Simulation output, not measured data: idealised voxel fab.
process module | voxel transistor to metal
cross-section cut | 260 nm wide | cells 5 nm
A cross-section is a grid of square cells, given in bands from the top down. A band is one or more rows of cells.
Each band's line starts with the height of the band's top and of its bottom, in nm. Then come its materials from left to right, each with its width in nm. One material with "throughout" fills the band from edge to edge. "air" is empty space.
Height 0 is the level under which the wafer as received is all one material. The lowest band goes on downwards, as in "0 down".
A width such as "30 to 40" changes by the same amount from each row of cells to the next, from the band's top row to its bottom row.
"no change" after a step means that no cell of the cross-section changed.
closed voids: empty space of 8 cells or more with no open way to the top, each as width x height at its distance from the left edge, in nm
after a step's settings: what the simulator itself notes on the step
overlay nm, on a step with a mask: how far to the right of its planned place the mask lay; to the left if negative
plan
1 op RECEIVE | material Si
2 op CONFORMAL_DEP | material SiO2 | thk nm 5
3 op CONFORMAL_DEP | material SiN | thk nm 10
4 op DIRECTIONAL_DEP | material aC | thk nm 10
5 op PATTERN | tone cover | mask id ACTIVE | material resist | width nm 100 | pitch nm 130 | thk nm 30 | overlay nm 0
6 op DIRECTIONAL_ETCH | etch materials aC | depth nm 10
7 op STRIP | etch materials resist
8 op DIRECTIONAL_ETCH | etch materials SiN | depth nm 10
9 op DIRECTIONAL_ETCH | etch materials SiO2 | depth nm 5
10 op DIRECTIONAL_ETCH | etch materials Si | depth nm 25
11 op STRIP | etch materials aC
12 op OXIDIZE | depth nm 5
13 op FILL_DEP | material SiO2 | thk nm 5
14 op CMP | height nm 15
15 op SELECTIVE_ETCH | etch materials SiO2 | depth nm 10
16 op STRIP | etch materials SiN
17 op SELECTIVE_ETCH | etch materials SiO2 | depth nm 5
18 op OXIDIZE | depth nm 5
19 op DIRECTIONAL_DEP | material polySi | thk nm 30
20 op DIRECTIONAL_DEP | material SiCN | thk nm 15
21 op PATTERN | tone cover | mask id GATE | material resist | width nm 20 | pitch nm 130 | thk nm 15 | overlay nm 0
22 op DIRECTIONAL_ETCH | etch materials SiCN | depth nm 25
23 op DIRECTIONAL_ETCH | etch materials polySi | depth nm 40
24 op STRIP | etch materials resist
25 op CONFORMAL_DEP | material SiO2 | thk nm 5
26 op DIRECTIONAL_ETCH | etch materials SiO2 | depth nm 5
27 op CONFORMAL_DEP | material SiN | thk nm 10
28 op DIRECTIONAL_ETCH | etch materials SiN | depth nm 10
29 op DIRECTIONAL_ETCH | etch materials SiO2 | depth nm 5
30 op DIRECTIONAL_ETCH | etch materials Si | depth nm 15
31 op EPI | material pSi | thk nm 20
32 op FILL_DEP | material SiO2 | thk nm 10
33 op CMP | height nm 45
34 op DIRECTIONAL_DEP | material SiO2 | thk nm 10
35 op PATTERN | tone open | mask id CONTACT | material resist | width nm 15 | pitch nm 65 | thk nm 15 | overlay nm 0
36 op DIRECTIONAL_ETCH | etch materials SiO2 | depth nm 40
37 op STRIP | etch materials resist
38 op CONFORMAL_DEP | material TiN | thk nm 5
39 op FILL_DEP | material Ru | thk nm 5
40 op CMP | height nm 55
41 op CONFORMAL_DEP | material SiCN | thk nm 5
42 op DIRECTIONAL_DEP | material lowk | thk nm 15
43 op DIRECTIONAL_DEP | material aC | thk nm 15
44 op PATTERN | tone open | mask id METAL_1 | material resist | width nm 15 | pitch nm 65 | thk nm 30 | overlay nm 0
45 op DIRECTIONAL_ETCH | etch materials aC | depth nm 15
46 op STRIP | etch materials resist
47 op DIRECTIONAL_ETCH | etch materials lowk | depth nm 15
48 op DIRECTIONAL_ETCH | etch materials SiCN | depth nm 5
49 op STRIP | etch materials aC
50 op CONFORMAL_DEP | material TiN | thk nm 5
51 op FILL_DEP | material W | thk nm 10
52 op CMP | height nm 75
53 op EPI | material Ru | thk nm 5
54 op FILL_DEP | material SiCN | thk nm 5
as received, after step 1
  0 down: Si throughout
  closed voids: none
a wafer at the end: this start, this plan, one mistake
  85 to 80: SiCN throughout
  80 to 75: SiCN 20 | Ru 25 | SiCN 40 | Ru 25 | SiCN 40 | Ru 25 | SiCN 40 | Ru 25 | SiCN 20
  75 to 60: lowk 25 | TiN 5 | W 5 | TiN 5 | lowk 50 | TiN 5 | W 5 | TiN 5 | lowk 50 | TiN 5 | W 5 | TiN 5 | lowk 50 | TiN 5 | W 5 | TiN 5 | lowk 25
  60 to 55: SiCN 25 | TiN 15 | SiCN 50 | TiN 15 | SiCN 50 | TiN 15 | SiCN 50 | TiN 15 | SiCN 25
  55 to 45: SiO2 25 | TiN 5 | Ru 10 to 5 | TiN 5 to 10 | SiO2 45 | TiN 5 | Ru 10 | TiN 5 | SiO2 45 | TiN 5 | Ru 10 to 5 | TiN 5 to 10 | SiO2 45 | TiN 5 | Ru 10 | TiN 5 | SiO2 20
  45 to 30: SiO2 25 | TiN 5 | Ru 5 | TiN 5 | SiN 10 | SiO2 5 | SiCN 20 | SiO2 5 | SiN 10 | TiN 5 | Ru 10 | TiN 5 | SiO2 45 | TiN 5 | Ru 5 | TiN 5 | SiN 10 | SiO2 5 | SiCN 20 | SiO2 5 | SiN 10 | TiN 5 | Ru 10 | TiN 5 | SiO2 20
  30 to 20: SiO2 25 | TiN 5 | Ru 5 | TiN 5 | SiN 10 | SiO2 5 | polySi 20 | SiO2 5 | SiN 10 | TiN 5 | Ru 10 | TiN 5 | SiO2 45 | TiN 5 | Ru 5 | TiN 5 | SiN 10 | SiO2 5 | polySi 20 | SiO2 5 | SiN 10 | TiN 5 | Ru 10 | TiN 5 | SiO2 20
  20 to 15: SiO2 25 | TiN 15 | SiN 10 | SiO2 5 | polySi 20 | SiO2 5 | SiN 10 | TiN 20 | SiO2 45 | TiN 15 | SiN 10 | SiO2 5 | polySi 20 | SiO2 5 | SiN 10 | TiN 20 | SiO2 20
  15 to 0: SiO2 20 | pSi 20 | SiN 10 | SiO2 5 | polySi 20 | SiO2 5 | SiN 10 | pSi 20 | SiO2 40 | pSi 20 | SiN 10 | SiO2 5 | polySi 20 | SiO2 5 | SiN 10 | pSi 20 | SiO2 20
  0 to -5: SiO2 15 | pSi 25 | SiO2 50 | pSi 25 | SiO2 30 | pSi 25 | SiO2 50 | pSi 25 | SiO2 15
  -5 to -20: SiO2 20 | pSi 20 | Si 50 | pSi 20 | SiO2 40 | pSi 20 | Si 50 | pSi 20 | SiO2 20
  -20 to -30: SiO2 20 | Si 90 | SiO2 40 | Si 90 | SiO2 20
  -30 down: Si throughout
  closed voids: none
what went wrong: step 35 ran as: op PATTERN | tone open | mask id CONTACT | material resist | width nm 20 | pitch nm 65 | thk nm 15 | overlay nm 0
